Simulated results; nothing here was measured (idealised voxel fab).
process module | voxel fin reveal
cross-section cut | 270 nm wide | cells 5 nm
A cross-section is a grid of square cells, given in bands from the top down. A band is one or more rows of cells.
Each band's line starts with the height of the band's top and of its bottom, in nm. Then come its materials from left to right, each with its width in nm. One material with "throughout" fills the band from edge to edge. "air" is empty space.
Height 0 is the level under which the wafer as received is all one material. The lowest band goes on downwards, as in "0 down".
A width such as "30 to 40" changes by the same amount from each row of cells to the next, from the band's top row to its bottom row.
"no change" after a step means that no cell of the cross-section changed.
closed voids: empty space of 8 cells or more with no open way to the top, each as width x height at its distance from the left edge, in nm
after a step's settings: what the simulator itself notes on the step
overlay nm, on a step with a mask: how far to the right of its planned place the mask lay; to the left if negative
plan
1 op RECEIVE | material Si
2 op CONFORMAL_DEP | material SiN | thk nm 10
3 op DIRECTIONAL_DEP | material aC | thk nm 15
4 op PATTERN | tone cover | mask id FINS | material resist | width nm 15 | pitch nm 35 | thk nm 35 | overlay nm 0
5 op DIRECTIONAL_ETCH | etch materials aC | depth nm 15
6 op STRIP | etch materials resist
7 op DIRECTIONAL_ETCH | etch materials SiN | depth nm 10
8 op DIRECTIONAL_ETCH | etch materials Si | depth nm 40
9 op STRIP | etch materials aC
10 op FILL_DEP | material SiO2 | thk nm 10
11 op CMP | height nm 10
12 op SELECTIVE_ETCH | etch materials SiO2 | depth nm 20
13 op STRIP | etch materials SiN
first wafer, as planned
as received, after step 1
  0 down: Si throughout
  closed voids: none
after step 2
  10 to 0: SiN throughout
  below 0: unchanged
after step 3
  25 to 10: aC throughout
  below 10: unchanged
after step 4
  60 to 25: air 110 | resist 15 | air 20 | resist 15 | air 110
  below 25: unchanged
after step 5
  45 to 25: air 110 | resist 15 | air 20 | resist 15 | air 110
  25 to 10: air 110 | aC 15 | air 20 | aC 15 | air 110
  below 10: unchanged
after step 6
  25 to 10: air 110 | aC 15 | air 20 | aC 15 | air 110
  below 10: unchanged
after step 7
  25 to 10: air 110 | aC 15 | air 20 | aC 15 | air 110
  10 to 0: air 110 | SiN 15 | air 20 | SiN 15 | air 110
  below 0: unchanged
after step 8
  25 to 10: air 110 | aC 15 | air 20 | aC 15 | air 110
  10 to 0: air 110 | SiN 15 | air 20 | SiN 15 | air 110
  0 to -40: air 110 | Si 15 | air 20 | Si 15 | air 110
  below -40: unchanged
after step 9
  10 to 0: air 110 | SiN 15 | air 20 | SiN 15 | air 110
  below 0: unchanged
after step 10
  20 to 10: SiO2 throughout
  10 to 0: SiO2 110 | SiN 15 | SiO2 20 | SiN 15 | SiO2 110
  0 to -40: SiO2 110 | Si 15 | SiO2 20 | Si 15 | SiO2 110
  below -40: unchanged
after step 11
  10 to 0: SiO2 110 | SiN 15 | SiO2 20 | SiN 15 | SiO2 110
  below 0: unchanged
after step 12
  10 to 0: air 110 | SiN 15 | air 20 | SiN 15 | air 110
  0 to -10: air 110 | Si 15 | air 20 | Si 15 | air 110
  below -10: unchanged
after step 13
  0 to -10: air 110 | Si 15 | air 20 | Si 15 | air 110
  below -10: unchanged
second wafer: like start, like plan, one mistake. Through step 9 it matches the first wafer
when step 10 should have ended
  20 to 10: aC throughout
  10 to 0: aC 110 | SiN 15 | aC 20 | SiN 15 | aC 110
  0 to -40: aC 110 | Si 15 | aC 20 | Si 15 | aC 110
  below -40: unchanged
when step 11 should have ended
  10 to 0: aC 110 | SiN 15 | aC 20 | SiN 15 | aC 110
  below 0: unchanged
when step 12 should have ended: no change
when step 13 should have ended
  10 to 0: aC 110 | air 15 | aC 20 | air 15 | aC 110
  below 0: unchanged
what went wrong: step 10 ran as: op FILL_DEP | material aC | thk nm 10
at the end the second wafer has, in cells: 288 fewer of SiO2 | 480 more of aC
